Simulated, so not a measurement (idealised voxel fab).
process module | voxel air gaps
cross-section cut | 225 nm wide | cells 5 nm
A cross-section is a grid of square cells, given in bands from the top down. A band is one or more rows of cells.
Each band's line starts with the height of the band's top and of its bottom, in nm. Then come its materials from left to right, each with its width in nm. One material with "throughout" fills the band from edge to edge. "air" is empty space.
Height 0 is the level under which the wafer as received is all one material. The lowest band goes on downwards, as in "0 down".
A width such as "30 to 40" changes by the same amount from each row of cells to the next, from the band's top row to its bottom row.
"no change" after a step means that no cell of the cross-section changed.
closed voids: empty space of 8 cells or more with no open way to the top, each as width x height at its distance from the left edge, in nm
after a step's settings: what the simulator itself notes on the step
overlay nm, on a step with a mask: how far to the right of its planned place the mask lay; to the left if negative
plan
1 op RECEIVE | material Si
2 op CONFORMAL_DEP | material SiO2 | thk nm 15
3 op CONFORMAL_DEP | material SiN | thk nm 5
4 op DIRECTIONAL_DEP | material lowk | thk nm 30
5 op DIRECTIONAL_DEP | material aC | thk nm 10
6 op PATTERN | tone open | mask id LINES | material resist | width nm 15 | pitch nm 40 | thk nm 25 | overlay nm 0
7 op DIRECTIONAL_ETCH | etch materials aC | depth nm 10
8 op STRIP | etch materials resist
9 op DIRECTIONAL_ETCH | etch materials lowk | depth nm 30
10 op STRIP | etch materials aC
11 op CONFORMAL_DEP | material TiN | thk nm 5
12 op FILL_DEP | material W | thk nm 10
13 op CMP | height nm 50
14 op EPI | material Ru | thk nm 10
15 op SELECTIVE_ETCH | etch materials lowk | depth nm 40
16 op CONFORMAL_DEP | material SiCN | thk nm 5
varied across the wafers: width nm of step 6. The plan shows the first wafer's value. All wafers start alike
first wafer as received, after step 1
  0 down: Si throughout
  closed voids: none
first wafer at the end, after step 16
  65 to 60: air 30 | SiCN 165 | air 30
  60 to 50: air 30 | SiCN 5 | Ru 35 | SiCN 5 | Ru 35 | SiCN 5 | Ru 35 | SiCN 5 | Ru 35 | SiCN 5 | air 30
  50 to 45: air 30 | SiCN 15 | TiN 5 | W 5 | TiN 5 | SiCN 25 | TiN 5 | W 5 | TiN 5 | SiCN 25 | TiN 5 | W 5 | TiN 5 | SiCN 25 | TiN 5 | W 5 | TiN 5 | SiCN 15 | air 30
  45 to 25: air 40 | SiCN 5 | TiN 5 | W 5 | TiN 5 | SiCN 5 | air 15 | SiCN 5 | TiN 5 | W 5 | TiN 5 | SiCN 5 | air 15 | SiCN 5 | TiN 5 | W 5 | TiN 5 | SiCN 5 | air 15 | SiCN 5 | TiN 5 | W 5 | TiN 5 | SiCN 5 | air 40
  25 to 20: SiCN 45 | TiN 15 | SiCN 25 | TiN 15 | SiCN 25 | TiN 15 | SiCN 25 | TiN 15 | SiCN 45
  20 to 15: SiN throughout
  15 to 0: SiO2 throughout
  0 down: Si throughout
  closed voids: 15 x 20 at 65; 15 x 20 at 105; 15 x 20 at 145
last wafer at the end
  65 to 60: air 25 | SiCN 175 | air 25
  60 to 50: air 25 | SiCN 5 | Ru 165 | SiCN 5 | air 25
  50 to 45: air 25 | SiCN 15 | TiN 5 | W 15 | TiN 5 | lowk 15 | TiN 5 | W 15 | TiN 5 | lowk 15 | TiN 5 | W 15 | TiN 5 | lowk 15 | TiN 5 | W 15 | TiN 5 | SiCN 15 | air 25
  45 to 25: air 35 | SiCN 5 | TiN 5 | W 15 | TiN 5 | lowk 15 | TiN 5 | W 15 | TiN 5 | lowk 15 | TiN 5 | W 15 | TiN 5 | lowk 15 | TiN 5 | W 15 | TiN 5 | SiCN 5 | air 35
  25 to 20: SiCN 40 | TiN 25 | lowk 15 | TiN 25 | lowk 15 | TiN 25 | lowk 15 | TiN 25 | SiCN 40
  20 to 15: SiN throughout
  15 to 0: SiO2 throughout
  0 down: Si throughout
  closed voids: none
each wafer at the end: cells of each material gained (+) or lost (-) since it was received, then its closed voids
width nm 15 | +56 Ru | +129 SiCN | +45 SiN | +135 SiO2 | +52 TiN | +20 W | closed voids: 15 x 20 at 65; 15 x 20 at 105; 15 x 20 at 145
width nm 20 | +64 Ru | +69 SiCN | +45 SiN | +135 SiO2 | +56 TiN | +40 W | +72 lowk | closed voids: none
width nm 25 | +66 Ru | +69 SiCN | +45 SiN | +135 SiO2 | +60 TiN | +60 W | +54 lowk | closed voids: none
